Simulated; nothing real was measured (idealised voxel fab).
The process module presented herein is designated voxel lift off.
Displayed cross-section: cut, width of 275 nm, square cells sized 5 nm.
In this document a cross-section is written as a grid of square cells. It is given as a series of bands, listed from the top down, and a band is one or more rows of cells. Read a band's entry like this: the first values are the height of its top and the height of its bottom in nm, and what follows is the sequence of materials from left to right, each with its width in nm. Note that "blank" is empty space, and that a single material marked "all across" reaches across the band from edge to edge. It should be noted that heights are counted from 0, beneath which the wafer as supplied is of one material throughout, and that the lowest band possesses no lower boundary but continues downward, as written in "0 down". A width such as "30 to 40" changes by the same amount from each row of cells to the next, from the band's top row to its bottom row. Take "remained unchanged" at face value: in the step it is given for, the cross-section changed in none of its cells. In "Enclosed internal voids" the enclosed voids are listed, meaning empty spaces of 8 cells or larger without any opening to the top. The form is width x height at distance, distance from the left edge, units nm. Whatever follows a step's settings on its line is a remark the simulator itself makes about that step. What "overlay nm" on a step's line means: if the step has a mask, that mask lay this far to the right of its planned place, or, when the value is negative, to the left.

**Intended process steps**
- 1: RECEIVE (material Si)
- 2: CONFORMAL_DEP (material Al2O3; thk nm 5)
- 3: PATTERN (tone open; mask id LINES; material resist; width nm 25; pitch nm 45; thk nm 25; overlay nm 0)
- 4: DIRECTIONAL_DEP (material Ru; thk nm 10)
- 5: STRIP (etch materials resist)
- 6: CONFORMAL_DEP (material SiCN; thk nm 10)

**First of two wafers: run as planned**

**Cross-section of the wafer at receipt, which is the condition after step 1**
  0 down  Si all across
  Enclosed internal voids: none

**Sectional view: wafer, after step 2**
  5 to 0  Al2O3 all across
  below 0: unchanged

**Sectional view: wafer, after step 3**
  30 to 5  80 nm resist / 25 nm blank / 20 nm resist / 25 nm blank / 20 nm resist / 25 nm blank / 80 nm resist
  below 5: unchanged

**Sectional view: wafer, after step 4**
  40 to 30  80 nm Ru / 25 nm blank / 20 nm Ru / 25 nm blank / 20 nm Ru / 25 nm blank / 80 nm Ru
  30 to 15  80 nm resist / 25 nm blank / 20 nm resist / 25 nm blank / 20 nm resist / 25 nm blank / 80 nm resist
  15 to 5  80 nm resist / 25 nm Ru / 20 nm resist / 25 nm Ru / 20 nm resist / 25 nm Ru / 80 nm resist
  below 5: unchanged

**Sectional view: wafer, after step 5**
  15 to 5  80 nm blank / 25 nm Ru / 20 nm blank / 25 nm Ru / 20 nm blank / 25 nm Ru / 80 nm blank
  below 5: unchanged

**Sectional view: wafer, after step 6**
  25 to 15  70 nm blank / 135 nm SiCN / 70 nm blank
  15 to 5  80 nm SiCN / 25 nm Ru / 20 nm SiCN / 25 nm Ru / 20 nm SiCN / 25 nm Ru / 80 nm SiCN
  below 5: unchanged

**The Second Wafer: Common Origin and Plan, One Mistake in Execution, Identical to the First Through Step 3**

The second wafer cut through, at the time step 4 was supposed to be finished: remained unchanged

**The second wafer cut through, at the time step 5 was supposed to be finished**
  5 to 0  Al2O3 all across
  below 0: unchanged

**The second wafer cut through, at the time step 6 was supposed to be finished**
  15 to 5  SiCN all across
  below 5: unchanged
What went wrong in running the wafer? step 4 was dropped from the plan's execution and never run
Count the cells at the end and the second wafer has more or fewer of some materials than the first: Ru -30; SiCN -24
